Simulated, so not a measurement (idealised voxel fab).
This is a process module. Its name is voxel self aligned contacts.
The width of the displayed cross-section, cut, is 210 nm; its cells are square, with a size of 5 nm.
Reading order for cross-sections: top band down to bottom band. Underlying form: a grid of square cells. Band size: one or more rows of cells.
Quick guide to a band line: top height, bottom height (nm) up front; then every material left to right with its width in nm. Only one material and it's marked "everywhere"? Then it fills the band edge to edge. And "empty" just means empty space.
Note: height 0 marks the level under which the wafer is uniformly one material as received. Lowest band unbounded below, written "0 and below".
You'd read "30..40" like this: the band's top row of cells is as wide as the first number, its bottom row is as wide as the second, and going down, every row changes width by the same amount as the row before did.
Where the words "no modification" appear for a step, the cross-section shows no cell changed by that step; every cell remained as before.
Empty spaces without an open route to the top, at least 8 cells in extent, make up the entry "Sealed voids"; each is given as width x height at distance, where the distance is measured from the left edge, and all are in nm.
Heads up: the bit after the settings on a step's line is the simulator's remark on that step.
overlay nm, on a step with a mask: how far to the right of its planned place the mask lay; to the left if negative

Process steps foreseen in the plan:
| 1 | RECEIVE [material Si] |
| 2 | OXIDIZE [depth nm 5] |
| 3 | DIRECTIONAL_DEP [material polySi] [thk nm 30] |
| 4 | DIRECTIONAL_DEP [material SiN] [thk nm 15] |
| 5 | DIRECTIONAL_DEP [material aC] [thk nm 10] |
| 6 | PATTERN [tone cover] [mask id GATE] [material resist] [width nm 25] [pitch nm 55] [thk nm 25] [overlay nm 0] |
| 7 | DIRECTIONAL_ETCH [etch materials aC] [depth nm 10] |
| 8 | STRIP [etch materials resist] |
| 9 | DIRECTIONAL_ETCH [etch materials SiN] [depth nm 15] |
| 10 | DIRECTIONAL_ETCH [etch materials polySi] [depth nm 30] |
| 11 | STRIP [etch materials aC] |
| 12 | CONFORMAL_DEP [material SiN] [thk nm 5] |
| 13 | DIRECTIONAL_ETCH [etch materials SiN] [depth nm 5] |
| 14 | FILL_DEP [material SiO2] [thk nm 15] |
| 15 | CMP [height nm 55] |
| 16 | PATTERN [tone open] [mask id CONTACT] [material resist] [width nm 40] [pitch nm 55] [thk nm 20] [overlay nm 0] |
| 17 | DIRECTIONAL_ETCH [etch materials SiO2] [depth nm 60] |
| 18 | STRIP [etch materials resist] |
| 19 | CONFORMAL_DEP [material TiN] [thk nm 5] |
| 20 | FILL_DEP [material Ru] [thk nm 10] |
| 21 | CMP [height nm 55] |
| 22 | CONFORMAL_DEP [material SiN] [thk nm 5] |

So this is the incoming wafer in cross-section - it's already been through step 1:
* 0 and below: Si everywhere
* Sealed voids: none

Final wafer profile in cross-section after the module, from the same start and plan as above, with one mistake made during processing:
* 60 down to 55: SiN everywhere
* 55 down to 45: SiO2 55 nm, TiN 5..15 nm, Ru 30..15 nm, TiN 5..10 nm, SiO2 15 nm, TiN 5..15 nm, Ru 30..15 nm, TiN 5..10 nm, SiO2 60 nm
* 45 down to 30: SiO2 35 nm, SiN 30 nm, TiN 5 nm, Ru 15 nm, TiN 5 nm, SiN 30 nm, TiN 5 nm, Ru 15 nm, TiN 5 nm, SiN 30 nm, SiO2 35 nm
* 30 down to 0: SiO2 35 nm, SiN 5 nm, polySi 20 nm, SiN 5 nm, TiN 5 nm, Ru 15 nm, TiN 5 nm, SiN 5 nm, polySi 20 nm, SiN 5 nm, TiN 5 nm, Ru 15 nm, TiN 5 nm, SiN 5 nm, polySi 20 nm, SiN 5 nm, SiO2 35 nm
* 0 down to -5: SiO2 65 nm, TiN 25 nm, SiO2 30 nm, TiN 25 nm, SiO2 65 nm
* -5 and below: Si everywhere
* Sealed voids: none
Here's what went sideways: step 6 went in with a setting other than planned; the actual run was PATTERN [tone cover] [mask id GATE] [material resist] [width nm 20] [pitch nm 55] [thk nm 25] [overlay nm 0]
